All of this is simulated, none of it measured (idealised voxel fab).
The process module that follows is named voxel plated lines.
Pictured: cross-section cut, 245 nm wide, on a grid of 5 nm square cells.
Cross-section = grid of square cells, listed top down in bands; band = one or more rows.
First you get the band's top height and its bottom height, in nm, and then the materials it's made of, left to right, with each width in nm. If you see a single material with "all across", that one covers the band edge to edge. "blank" is empty space.
Heights are expressed relative to 0, this being the level below which the as-received wafer comprises one material exclusively. The lowest band is unbounded in the downward direction and is denoted as in "top 0, no bottom".
Width spec "30->40" -> top row of cells at first value, bottom row at second value, equal per-row change in between.
Take "no modifications" at face value: in the step it is given for, the cross-section changed in none of its cells.
Reported under the label "Fully closed voids" are the empty spaces having no open way to the top and comprising 8 cells or more; the notation for each is width x height at distance, in which the distance is measured from the left edge and all three values are in nm.
The remark found on a step's line after its settings is issued by the simulator itself and pertains to that step.
"overlay nm" denotes, for a step that has a mask, the displacement of the mask to the right of its planned place, with negative values corresponding to the left.

THE FOLLOWING LIST GIVES THE PLANNED PROCESS STEPS
step 1: RECEIVE | material Si
step 2: CONFORMAL_DEP | material SiN | thk nm 10
step 3: DIRECTIONAL_DEP | material TiN | thk nm 5
step 4: PATTERN | tone open | mask id LINES | material resist | width nm 30 | pitch nm 55 | thk nm 35 | overlay nm 0
step 5: EPI | material Ru | thk nm 10
step 6: EPI | material Ru | thk nm 5
step 7: EPI | material Ru | thk nm 5
step 8: STRIP | etch materials resist
step 9: DIRECTIONAL_ETCH | etch materials TiN | depth nm 5
step 10: CONFORMAL_DEP | material SiO2 | thk nm 5

OF TWO WAFERS, THE FIRST: RUN ACCORDING TO PLAN

CROSS-SECTION OF THE WAFER AS IT CAME TO US, I.E., ALREADY THROUGH STEP 1
- top 0, no bottom: Si all across
- Fully closed voids: none

WAFER AFTER STEP 2 (CROSS-SECTION)
- top 10, bottom 0: SiN all across
- Below 0, no change.

WAFER AFTER STEP 3 (CROSS-SECTION)
- top 15, bottom 10: TiN all across
- Below 10, no change.

WAFER AFTER STEP 4 (CROSS-SECTION)
- top 50, bottom 15: resist 25 / blank 30 / resist 25 / blank 30 / resist 25 / blank 30 / resist 25 / blank 30 / resist 25
- Below 15, no change.

WAFER AFTER STEP 5 (CROSS-SECTION)
- top 50, bottom 25: resist 25 / blank 30 / resist 25 / blank 30 / resist 25 / blank 30 / resist 25 / blank 30 / resist 25
- top 25, bottom 15: resist 25 / Ru 30 / resist 25 / Ru 30 / resist 25 / Ru 30 / resist 25 / Ru 30 / resist 25
- Below 15, no change.

WAFER AFTER STEP 6 (CROSS-SECTION)
- top 50, bottom 30: resist 25 / blank 30 / resist 25 / blank 30 / resist 25 / blank 30 / resist 25 / blank 30 / resist 25
- top 30, bottom 15: resist 25 / Ru 30 / resist 25 / Ru 30 / resist 25 / Ru 30 / resist 25 / Ru 30 / resist 25
- Below 15, no change.

WAFER AFTER STEP 7 (CROSS-SECTION)
- top 50, bottom 35: resist 25 / blank 30 / resist 25 / blank 30 / resist 25 / blank 30 / resist 25 / blank 30 / resist 25
- top 35, bottom 15: resist 25 / Ru 30 / resist 25 / Ru 30 / resist 25 / Ru 30 / resist 25 / Ru 30 / resist 25
- Below 15, no change.

WAFER AFTER STEP 8 (CROSS-SECTION)
- top 35, bottom 15: blank 25 / Ru 30 / blank 25 / Ru 30 / blank 25 / Ru 30 / blank 25 / Ru 30 / blank 25
- Below 15, no change.

WAFER AFTER STEP 9 (CROSS-SECTION)
- top 35, bottom 15: blank 25 / Ru 30 / blank 25 / Ru 30 / blank 25 / Ru 30 / blank 25 / Ru 30 / blank 25
- top 15, bottom 10: blank 25 / TiN 30 / blank 25 / TiN 30 / blank 25 / TiN 30 / blank 25 / TiN 30 / blank 25
- Below 10, no change.

WAFER AFTER STEP 10 (CROSS-SECTION)
- top 40, bottom 35: blank 20 / SiO2 40 / blank 15 / SiO2 40 / blank 15 / SiO2 40 / blank 15 / SiO2 40 / blank 20
- top 35, bottom 15: blank 20 / SiO2 5 / Ru 30 / SiO2 5 / blank 15 / SiO2 5 / Ru 30 / SiO2 5 / blank 15 / SiO2 5 / Ru 30 / SiO2 5 / blank 15 / SiO2 5 / Ru 30 / SiO2 5 / blank 20
- top 15, bottom 10: SiO2 25 / TiN 30 / SiO2 25 / TiN 30 / SiO2 25 / TiN 30 / SiO2 25 / TiN 30 / SiO2 25
- Below 10, no change.

HERE THE SECOND WAFER IS DESCRIBED. ITS START AND ITS PLAN WERE THOSE OF THE FIRST WAFER. ITS RUN CONTAINED ONE MISTAKE. UP TO AND INCLUDING STEP 3, IT DID EXACTLY WHAT THE FIRST WAFER DID

WHEN STEP 4 SHOULD HAVE ENDED
- top 25, bottom 15: Ru all across
- Below 15, no change.

WHEN STEP 5 SHOULD HAVE ENDED
- top 60, bottom 25: resist 25 / blank 30 / resist 25 / blank 30 / resist 25 / blank 30 / resist 25 / blank 30 / resist 25
- Below 25, no change.

WHEN STEP 6 SHOULD HAVE ENDED
- top 60, bottom 30: resist 25 / blank 30 / resist 25 / blank 30 / resist 25 / blank 30 / resist 25 / blank 30 / resist 25
- top 30, bottom 25: resist 25 / Ru 30 / resist 25 / Ru 30 / resist 25 / Ru 30 / resist 25 / Ru 30 / resist 25
- Below 25, no change.

WHEN STEP 7 SHOULD HAVE ENDED
- top 60, bottom 35: resist 25 / blank 30 / resist 25 / blank 30 / resist 25 / blank 30 / resist 25 / blank 30 / resist 25
- top 35, bottom 25: resist 25 / Ru 30 / resist 25 / Ru 30 / resist 25 / Ru 30 / resist 25 / Ru 30 / resist 25
- Below 25, no change.

WHEN STEP 8 SHOULD HAVE ENDED
- top 35, bottom 25: blank 25 / Ru 30 / blank 25 / Ru 30 / blank 25 / Ru 30 / blank 25 / Ru 30 / blank 25
- Below 25, no change.

when step 9 should have ended: no modifications

WHEN STEP 10 SHOULD HAVE ENDED
- top 40, bottom 35: blank 20 / SiO2 40 / blank 15 / SiO2 40 / blank 15 / SiO2 40 / blank 15 / SiO2 40 / blank 20
- top 35, bottom 30: blank 20 / SiO2 5 / Ru 30 / SiO2 5 / blank 15 / SiO2 5 / Ru 30 / SiO2 5 / blank 15 / SiO2 5 / Ru 30 / SiO2 5 / blank 15 / SiO2 5 / Ru 30 / SiO2 5 / blank 20
- top 30, bottom 25: SiO2 25 / Ru 30 / SiO2 25 / Ru 30 / SiO2 25 / Ru 30 / SiO2 25 / Ru 30 / SiO2 25
- Below 25, no change.
what went wrong: plan steps 4 and 5 run swapped
End of process, cell counts, second wafer against first, materials with more or fewer: 50 more of Ru, 24 fewer of SiO2, 25 more of TiN
